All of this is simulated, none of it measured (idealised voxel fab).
process module | voxel self aligned vias
cross-section cut | 140 nm wide | cells 5 nm
A cross-section is a grid of square cells, given in bands from the top down. A band is one or more rows of cells.
Each band's line starts with the height of the band's top and of its bottom, in nm. Then come its materials from left to right, each with its width in nm. One material with "throughout" fills the band from edge to edge. "air" is empty space.
Height 0 is the level under which the wafer as received is all one material. The lowest band goes on downwards, as in "0 down".
A width such as "30 to 40" changes by the same amount from each row of cells to the next, from the band's top row to its bottom row.
"no change" after a step means that no cell of the cross-section changed.
closed voids: empty space of 8 cells or more with no open way to the top, each as width x height at its distance from the left edge, in nm
after a step's settings: what the simulator itself notes on the step
overlay nm, on a step with a mask: how far to the right of its planned place the mask lay; to the left if negative
plan
1 op RECEIVE | material Si
2 op CONFORMAL_DEP | material SiO2 | thk nm 15
3 op CONFORMAL_DEP | material SiCN | thk nm 5
4 op DIRECTIONAL_DEP | material SiO2 | thk nm 20
5 op MASKED_ETCH | tone open | mask id LINES | width nm 25 | pitch nm 50 | etch materials SiO2 | depth nm 20 | overlay nm 0
6 op CONFORMAL_DEP | material TiN | thk nm 5
7 op FILL_DEP | material W | thk nm 10
8 op CMP | height nm 40
9 op SELECTIVE_ETCH | etch materials W Ru TiN | depth nm 10
10 op FILL_DEP | material SiN | thk nm 5
11 op CMP | height nm 40
12 op DIRECTIONAL_DEP | material SiO2 | thk nm 15
13 op PATTERN | tone open | mask id VIAS | material resist | width nm 35 | thk nm 20 | overlay nm 0
14 op DIRECTIONAL_ETCH | etch materials SiO2 | depth nm 15
15 op DIRECTIONAL_ETCH | etch materials SiN | depth nm 10
16 op STRIP | etch materials resist
17 op CONFORMAL_DEP | material TiN | thk nm 5
18 op FILL_DEP | material Cu | thk nm 10
19 op CMP | height nm 55
20 op CONFORMAL_DEP | material SiN | thk nm 5
as received, after step 1
  0 down: Si throughout
  closed voids: none
first wafer at the end, as planned
  60 to 55: SiN throughout
  55 to 45: SiO2 25 | TiN 5 | Cu 25 | TiN 5 | SiO2 80
  45 to 40: SiO2 25 | TiN 10 | Cu 15 | TiN 10 | SiO2 80
  40 to 35: SiO2 30 | TiN 5 | Cu 15 | TiN 5 | SiO2 25 | SiN 25 | SiO2 35
  35 to 30: SiO2 30 | TiN 25 | SiO2 25 | SiN 25 | SiO2 35
  30 to 25: SiO2 30 | TiN 5 | W 15 | TiN 5 | SiO2 25 | TiN 5 | W 15 | TiN 5 | SiO2 35
  25 to 20: SiO2 30 | TiN 25 | SiO2 25 | TiN 25 | SiO2 35
  20 to 15: SiCN throughout
  15 to 0: SiO2 throughout
  0 down: Si throughout
  closed voids: none
second wafer at the end: like start, like plan, one mistake
  60 to 55: SiN throughout
  55 to 45: SiO2 25 | TiN 5 | Cu 25 | TiN 5 | SiO2 80
  45 to 40: SiO2 25 | TiN 10 | Cu 15 | TiN 10 | SiO2 80
  40 to 35: SiO2 30 | TiN 5 | Cu 15 | TiN 5 | SiO2 25 | SiN 25 | SiO2 35
  35 to 30: SiO2 30 | TiN 25 | SiO2 25 | SiN 25 | SiO2 35
  30 to 15: SiCN throughout
  15 to 0: SiO2 throughout
  0 down: Si throughout
  closed voids: none
what went wrong: step 3 ran as: op CONFORMAL_DEP | material SiCN | thk nm 15
at the end the second wafer has, in cells: 56 more of SiCN | 36 fewer of SiO2 | 14 fewer of TiN | 6 fewer of W
